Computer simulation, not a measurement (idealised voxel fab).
Herein follows the process module entitled voxel transistor to metal.
Section shown: cut. Width: 260 nm. Cell size: 5 nm, square.
This document writes a cross-section as a grid whose cells are square, and gives it as bands, listed from the top down; one or more rows of cells form a band.
This entry defines a band. It first specifies the height of the band's top and the height of its bottom in nm, and then specifies the band's materials from left to right, stating each material with its width in nm. The word "edge to edge" identifies a single material that fills the band from edge to edge, while the word "blank" identifies empty space.
Height 0 is the level under which the wafer as received is all one material. The lowest band goes on downwards, as in "from 0 down".
Note: "30->40" means the width goes from the first number (top row of the band) to the second number (bottom row) in equal steps per row of cells.
"stayed the same" after a step means that no cell of the cross-section changed.
"Catalogued sealed voids" means: voids of 8 cells or more that are shut off from the top with no open way through. Written width x height at distance, distance from the left edge, in nm.
Text after the settings on a step's line: the simulator's own remark on that step.
overlay nm: right-of-plan distance of the mask on a masked step; negative values mean left-of-plan.

# The process steps that were planned are listed below
| 1 | RECEIVE (material Si) |
| 2 | CONFORMAL_DEP (material SiO2; thk nm 5) |
| 3 | CONFORMAL_DEP (material SiN; thk nm 10) |
| 4 | DIRECTIONAL_DEP (material aC; thk nm 10) |
| 5 | PATTERN (tone cover; mask id ACTIVE; material resist; width nm 100; pitch nm 130; thk nm 30; overlay nm 0) |
| 6 | DIRECTIONAL_ETCH (etch materials aC; depth nm 10) |
| 7 | STRIP (etch materials resist) |
| 8 | DIRECTIONAL_ETCH (etch materials SiN; depth nm 10) |
| 9 | DIRECTIONAL_ETCH (etch materials SiO2; depth nm 5) |
| 10 | DIRECTIONAL_ETCH (etch materials Si; depth nm 25) |
| 11 | STRIP (etch materials aC) |
| 12 | OXIDIZE (depth nm 5) |
| 13 | FILL_DEP (material SiO2; thk nm 5) |
| 14 | CMP (height nm 15) |
| 15 | SELECTIVE_ETCH (etch materials SiO2; depth nm 10) |
| 16 | STRIP (etch materials SiN) |
| 17 | SELECTIVE_ETCH (etch materials SiO2; depth nm 5) |
| 18 | OXIDIZE (depth nm 5) |
| 19 | DIRECTIONAL_DEP (material polySi; thk nm 30) |
| 20 | DIRECTIONAL_DEP (material SiCN; thk nm 15) |
| 21 | PATTERN (tone cover; mask id GATE; material resist; width nm 20; pitch nm 130; thk nm 15; overlay nm 0) |
| 22 | DIRECTIONAL_ETCH (etch materials SiCN; depth nm 25) |
| 23 | DIRECTIONAL_ETCH (etch materials polySi; depth nm 40) |
| 24 | STRIP (etch materials resist) |
| 25 | CONFORMAL_DEP (material SiO2; thk nm 5) |
| 26 | DIRECTIONAL_ETCH (etch materials SiO2; depth nm 5) |
| 27 | CONFORMAL_DEP (material SiN; thk nm 10) |
| 28 | DIRECTIONAL_ETCH (etch materials SiN; depth nm 10) |
| 29 | DIRECTIONAL_ETCH (etch materials SiO2; depth nm 5) |
| 30 | DIRECTIONAL_ETCH (etch materials Si; depth nm 15) |
| 31 | EPI (material pSi; thk nm 20) |
| 32 | FILL_DEP (material SiO2; thk nm 10) |
| 33 | CMP (height nm 45) |
| 34 | DIRECTIONAL_DEP (material SiO2; thk nm 10) |
| 35 | PATTERN (tone open; mask id CONTACT; material resist; width nm 15; pitch nm 65; thk nm 15; overlay nm 0) |
| 36 | DIRECTIONAL_ETCH (etch materials SiO2; depth nm 40) |
| 37 | STRIP (etch materials resist) |
| 38 | CONFORMAL_DEP (material TiN; thk nm 5) |
| 39 | FILL_DEP (material Ru; thk nm 5) |
| 40 | CMP (height nm 55) |
| 41 | CONFORMAL_DEP (material SiCN; thk nm 5) |
| 42 | DIRECTIONAL_DEP (material lowk; thk nm 15) |
| 43 | DIRECTIONAL_DEP (material aC; thk nm 15) |
| 44 | PATTERN (tone open; mask id METAL_1; material resist; width nm 15; pitch nm 65; thk nm 30; overlay nm 0) |
| 45 | DIRECTIONAL_ETCH (etch materials aC; depth nm 15) |
| 46 | STRIP (etch materials resist) |
| 47 | DIRECTIONAL_ETCH (etch materials lowk; depth nm 15) |
| 48 | DIRECTIONAL_ETCH (etch materials SiCN; depth nm 5) |
| 49 | STRIP (etch materials aC) |
| 50 | CONFORMAL_DEP (material TiN; thk nm 5) |
| 51 | FILL_DEP (material W; thk nm 10) |
| 52 | CMP (height nm 75) |
| 53 | EPI (material Ru; thk nm 5) |
| 54 | FILL_DEP (material SiCN; thk nm 5) |

# Cross-section of the wafer at receipt, which is the condition after step 1
- from 0 down | Si edge to edge
- Catalogued sealed voids: none

# The cross-section shown corresponds to the wafer at the conclusion of the module. The initial structure and the process plan are those presented above; however, one mistake occurred in executing the plan
- from 85 to 80 | SiCN edge to edge
- from 80 to 75 | 20 SiCN, then 25 Ru, then 40 SiCN, then 25 Ru, then 40 SiCN, then 25 Ru, then 40 SiCN, then 25 Ru, then 20 SiCN
- from 75 to 60 | 25 lowk, then 5 TiN, then 5 W, then 5 TiN, then 50 lowk, then 5 TiN, then 5 W, then 5 TiN, then 50 lowk, then 5 TiN, then 5 W, then 5 TiN, then 50 lowk, then 5 TiN, then 5 W, then 5 TiN, then 25 lowk
- from 60 to 55 | 25 SiCN, then 15 TiN, then 50 SiCN, then 15 TiN, then 50 SiCN, then 15 TiN, then 50 SiCN, then 15 TiN, then 25 SiCN
- from 55 to 50 | 25 SiO2, then 5 TiN, then 5 Ru, then 5 TiN, then 50 SiO2, then 5 TiN, then 5 Ru, then 5 TiN, then 50 SiO2, then 5 TiN, then 5 Ru, then 5 TiN, then 50 SiO2, then 5 TiN, then 5 Ru, then 5 TiN, then 25 SiO2
- from 50 to 45 | 25 SiO2, then 15 TiN, then 50 SiO2, then 15 TiN, then 50 SiO2, then 15 TiN, then 50 SiO2, then 15 TiN, then 25 SiO2
- from 45 to 30 | 55 SiCN, then 5 SiO2, then 10 SiN, then 5 SiO2, then 110 SiCN, then 5 SiO2, then 10 SiN, then 5 SiO2, then 55 SiCN
- from 30 to 0 | 55 polySi, then 5 SiO2, then 10 SiN, then 5 SiO2, then 110 polySi, then 5 SiO2, then 10 SiN, then 5 SiO2, then 55 polySi
- from 0 to -5 | SiO2 edge to edge
- from -5 to -30 | 20 SiO2, then 90 Si, then 40 SiO2, then 90 Si, then 20 SiO2
- from -30 down | Si edge to edge
- Catalogued sealed voids: none
Deviation noted in wafer processing: step 21 was processed under conditions differing from the plan, specifically as PATTERN (tone open; mask id GATE; material resist; width nm 20; pitch nm 130; thk nm 15; overlay nm 0)
